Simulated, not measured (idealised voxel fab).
The process module that follows is named voxel gate over fins.
It is cross-section cut that appears here, measuring 250 nm in width, its square cells being 5 nm in size.
When this document writes out a cross-section, it uses a grid of square cells and lists it as bands, beginning at the top and moving down, with a band standing for one or more rows of cells. Top, bottom (nm), then materials left to right with widths (nm); lone material tagged "edge to edge" fills the whole band edge to edge; "empty" = empty space. Note: height 0 marks the level under which the wafer is uniformly one material as received. Lowest band unbounded below, written "z 0 and below". Width "30..40": first value at the band's top row of cells, second value at its bottom row, equal change from row to row. Basically "no alteration" means that step didn't change any cell in the cross-section. "Completely enclosed voids": sealed empty spaces, 8 cells or more, no open way to top, listed width x height at distance, with distance from the left edge and width, height and distance in nm. On a step's line, text after the settings is the simulator commenting on that step. Regarding "overlay nm": on a step with a mask, it is the distance the mask lay to the right of its planned place; a negative value places it to the left.

[Planned step list for the process]
| 1 | RECEIVE (material Si) |
| 2 | CONFORMAL_DEP (material SiN; thk nm 5) |
| 3 | MASKED_ETCH (tone cover; mask id FINS; width nm 15; pitch nm 35; etch materials SiN; depth nm 5; overlay nm 0) |
| 4 | MASKED_ETCH (tone cover; mask id FINS; width nm 15; pitch nm 35; etch materials Si; depth nm 35; overlay nm -15) |
| 5 | OXIDIZE (depth nm 5) |
| 6 | FILL_DEP (material SiO2; thk nm 10) |
| 7 | CMP (height nm 5) |
| 8 | SELECTIVE_ETCH (etch materials SiO2; depth nm 15) |
| 9 | STRIP (etch materials SiN) |
| 10 | CONFORMAL_DEP (material HfO2; thk nm 5) |
| 11 | CONFORMAL_DEP (material TiN; thk nm 5) |
| 12 | CONFORMAL_DEP (material TiAl; thk nm 5) |
| 13 | CONFORMAL_DEP (material TiN; thk nm 5) |
| 14 | FILL_DEP (material W; thk nm 10) |
| 15 | CMP (height nm 25) |
| 16 | CONFORMAL_DEP (material SiN; thk nm 10) |
Be aware that, although all wafers share a common starting state, the overlay nm at step 4 differs among them, and the plan displays the first wafer's value.

[Cross-section of the first of several wafers as received (after step 1)]
	z 0 and below | Si edge to edge
	Completely enclosed voids: none

[wafer rows; end of module; cells per material since receipt: (+) gained, (-) lost; then closed voids]
overlay nm -15; +58 HfO2; -342 Si; +100 SiN; +252 SiO2; +56 TiAl; +111 TiN; +115 W; Completely enclosed voids: none
overlay nm -10; +58 HfO2; -356 Si; +100 SiN; +264 SiO2; +56 TiAl; +112 TiN; +116 W; Completely enclosed voids: none
overlay nm -5; +58 HfO2; -370 Si; +100 SiN; +276 SiO2; +57 TiAl; +112 TiN; +117 W; Completely enclosed voids: none
overlay nm 0; +58 HfO2; -384 Si; +100 SiN; +288 SiO2; +58 TiAl; +112 TiN; +118 W; Completely enclosed voids: none
overlay nm 5; +58 HfO2; -370 Si; +100 SiN; +276 SiO2; +57 TiAl; +112 TiN; +117 W; Completely enclosed voids: none
overlay nm 10; +58 HfO2; -356 Si; +100 SiN; +264 SiO2; +56 TiAl; +112 TiN; +116 W; Completely enclosed voids: none
overlay nm 15; +58 HfO2; -342 Si; +100 SiN; +252 SiO2; +56 TiAl; +111 TiN; +115 W; Completely enclosed voids: none
